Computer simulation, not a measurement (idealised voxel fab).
Process module in this document: voxel transistor to metal
It is cross-section cut that appears here, measuring 195 nm in width, its square cells being 5 nm in size.
For the purposes of this document, a cross-section shall be understood as a grid of square cells, specified as bands listed in top-to-bottom order, each band consisting of one or more rows of cells.
Band entry format. Leading values: height of top, height of bottom, nm. Remainder: materials in left-to-right order, each with its width in nm. Special words: "edge to edge" on a single material, which then fills the band edge to edge; "empty", empty space.
Convention: height 0 is the level below which the wafer, as received, is all one material. The lowest band does not terminate at the bottom but continues downward, represented as "top 0, no bottom".
A width such as "30..40" changes by the same amount from each row of cells to the next, from the band's top row to its bottom row.
For the purposes of this document, the phrase "nothing altered" attached to a step denotes that no cell within the cross-section was modified by that step.
The list in "Enclosed voids" covers empty spaces of 8 cells or more that cannot reach the top through any open way, and it gives each as width x height at distance; the distance is from the left edge, and width, height and distance are in nm.
Past the settings on a step's line: simulator remark, on that step.
The "overlay nm" setting may appear on a step's line; for a step that uses a mask, it gives how far to the right of its planned position the mask lay, and a negative value indicates the left.
-- These are the steps we planned for the process
| 1 | RECEIVE (material Si) |
| 2 | OXIDIZE (depth nm 5) |
| 3 | CONFORMAL_DEP (material SiN; thk nm 10) |
| 4 | MASKED_ETCH (tone cover; mask id ACTIVE; width nm 115; etch materials SiN; depth nm 10; overlay nm 0) |
| 5 | MASKED_ETCH (tone cover; mask id ACTIVE; width nm 115; etch materials SiO2; depth nm 5; overlay nm 0) |
| 6 | MASKED_ETCH (tone cover; mask id ACTIVE; width nm 115; etch materials Si; depth nm 35; overlay nm 0) |
| 7 | FILL_DEP (material SiO2; thk nm 10) |
| 8 | CMP (height nm 10) |
| 9 | SELECTIVE_ETCH (etch materials SiO2; depth nm 10) |
| 10 | STRIP (etch materials SiN) |
| 11 | SELECTIVE_ETCH (etch materials SiO2; depth nm 5) |
| 12 | OXIDIZE (depth nm 5) |
| 13 | DIRECTIONAL_DEP (material polySi; thk nm 30) |
| 14 | DIRECTIONAL_DEP (material SiCN; thk nm 15) |
| 15 | DIRECTIONAL_DEP (material aC; thk nm 10) |
| 16 | PATTERN (tone cover; mask id GATE; material resist; width nm 25; thk nm 30; overlay nm 0) |
| 17 | DIRECTIONAL_ETCH (etch materials aC; depth nm 10) |
| 18 | STRIP (etch materials resist) |
| 19 | DIRECTIONAL_ETCH (etch materials SiCN; depth nm 25) |
| 20 | DIRECTIONAL_ETCH (etch materials polySi; depth nm 40) |
| 21 | STRIP (etch materials aC) |
| 22 | CONFORMAL_DEP (material SiO2; thk nm 5) |
| 23 | DIRECTIONAL_ETCH (etch materials SiO2; depth nm 5) |
| 24 | CONFORMAL_DEP (material SiN; thk nm 5) |
| 25 | DIRECTIONAL_ETCH (etch materials SiN; depth nm 5) |
| 26 | DIRECTIONAL_ETCH (etch materials SiO2; depth nm 5) |
| 27 | EPI (material nSi; thk nm 5) |
| 28 | FILL_DEP (material SiO2; thk nm 10) |
| 29 | CMP (height nm 40) |
| 30 | DIRECTIONAL_DEP (material SiO2; thk nm 10) |
| 31 | PATTERN (tone open; mask id CONTACT; material resist; width nm 15; pitch nm 80; thk nm 15; overlay nm 0) |
| 32 | DIRECTIONAL_ETCH (etch materials SiO2; depth nm 55) |
| 33 | STRIP (etch materials resist) |
| 34 | CONFORMAL_DEP (material TiN; thk nm 5) |
| 35 | FILL_DEP (material Ru; thk nm 10) |
| 36 | CMP (height nm 50) |
| 37 | CONFORMAL_DEP (material SiN; thk nm 5) |
| 38 | DIRECTIONAL_DEP (material SiO2; thk nm 20) |
| 39 | DIRECTIONAL_DEP (material aC; thk nm 15) |
| 40 | PATTERN (tone open; mask id METAL_1; material resist; width nm 15; pitch nm 80; thk nm 35; overlay nm 0) |
| 41 | DIRECTIONAL_ETCH (etch materials aC; depth nm 15) |
| 42 | STRIP (etch materials resist) |
| 43 | DIRECTIONAL_ETCH (etch materials SiO2; depth nm 20) |
| 44 | DIRECTIONAL_ETCH (etch materials SiN; depth nm 5) |
| 45 | STRIP (etch materials aC) |
| 46 | CONFORMAL_DEP (material TiN; thk nm 5) |
| 47 | FILL_DEP (material Cu; thk nm 10) |
| 48 | CMP (height nm 75) |
| 49 | CONFORMAL_DEP (material SiCN; thk nm 5) |
-- Cross-section of the wafer upon arrival, representing the state reached after step 1
	top 0, no bottom: Si edge to edge
	Enclosed voids: none
-- The cross-section shown corresponds to the wafer at the conclusion of the module. The initial structure and the process plan are those presented above; however, one mistake occurred in executing the plan
	top 80, bottom 75: SiCN edge to edge
	top 75, bottom 70: 50 nm SiN; 15 nm TiN; 65 nm SiN; 15 nm TiN; 50 nm SiN
	top 70, bottom 50: SiO2 edge to edge
	top 50, bottom 40: 50 nm SiO2; 5 nm TiN; 5 nm Ru; 5 nm TiN; 65 nm SiO2; 5 nm TiN; 5 nm Ru; 5 nm TiN; 50 nm SiO2
	top 40, bottom 25: 50 nm SiO2; 5 nm TiN; 5 nm Ru; 5 nm TiN; 10 nm SiO2; 5 nm SiN; 5 nm SiO2; 25 nm SiCN; 5 nm SiO2; 5 nm SiN; 10 nm SiO2; 5 nm TiN; 5 nm Ru; 5 nm TiN; 50 nm SiO2
	top 25, bottom 0: 50 nm SiO2; 5 nm TiN; 5 nm Ru; 5 nm TiN; 10 nm SiO2; 5 nm SiN; 5 nm SiO2; 25 nm polySi; 5 nm SiO2; 5 nm SiN; 10 nm SiO2; 5 nm TiN; 5 nm Ru; 5 nm TiN; 50 nm SiO2
	top 0, bottom -5: 50 nm SiO2; 15 nm TiN; 10 nm SiO2; 5 nm SiN; 5 nm SiO2; 25 nm polySi; 5 nm SiO2; 5 nm SiN; 10 nm SiO2; 15 nm TiN; 50 nm SiO2
	top -5, bottom -10: 35 nm SiO2; 40 nm nSi; 45 nm SiO2; 40 nm nSi; 35 nm SiO2
	top -10, bottom -40: 40 nm SiO2; 115 nm Si; 40 nm SiO2
	top -40, no bottom: Si edge to edge
	Enclosed voids: none
What was done differently from what was planned? steps 37 and 38 got flipped, so each one ran where the other should have
